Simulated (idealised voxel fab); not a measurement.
process module | voxel spacer lines
cross-section cut | 225 nm wide | cells 5 nm
A cross-section is a grid of square cells, given in bands from the top down. A band is one or more rows of cells.
Each band's line starts with the height of the band's top and of its bottom, in nm. Then come its materials from left to right, each with its width in nm. One material with "throughout" fills the band from edge to edge. "air" is empty space.
Height 0 is the level under which the wafer as received is all one material. The lowest band goes on downwards, as in "0 down".
A width such as "30 to 40" changes by the same amount from each row of cells to the next, from the band's top row to its bottom row.
"no change" after a step means that no cell of the cross-section changed.
closed voids: empty space of 8 cells or more with no open way to the top, each as width x height at its distance from the left edge, in nm
after a step's settings: what the simulator itself notes on the step
overlay nm, on a step with a mask: how far to the right of its planned place the mask lay; to the left if negative
plan
1 op RECEIVE | material Si
2 op CONFORMAL_DEP | material Al2O3 | thk nm 5
3 op DIRECTIONAL_DEP | material polySi | thk nm 20
4 op DIRECTIONAL_DEP | material aC | thk nm 20
5 op PATTERN | tone cover | mask id MANDREL | material resist | width nm 20 | pitch nm 70 | thk nm 25 | overlay nm 0
6 op DIRECTIONAL_ETCH | etch materials aC | depth nm 20
7 op STRIP | etch materials resist
8 op CONFORMAL_DEP | material SiN | thk nm 15
9 op DIRECTIONAL_ETCH | etch materials SiN | depth nm 15
10 op STRIP | etch materials aC
11 op DIRECTIONAL_ETCH | etch materials polySi | depth nm 20
12 op STRIP | etch materials SiN
as received, after step 1
  0 down: Si throughout
  closed voids: none
a wafer at the end: this start, this plan, one mistake
  25 to 5: air 20 | polySi 15 | air 15 | polySi 15 | air 25 | polySi 15 | air 15 | polySi 15 | air 25 | polySi 15 | air 15 | polySi 15 | air 20
  5 to 0: Al2O3 throughout
  0 down: Si throughout
  closed voids: none
what went wrong: step 5 ran as: op PATTERN | tone cover | mask id MANDREL | material resist | width nm 15 | pitch nm 70 | thk nm 25 | overlay nm 0
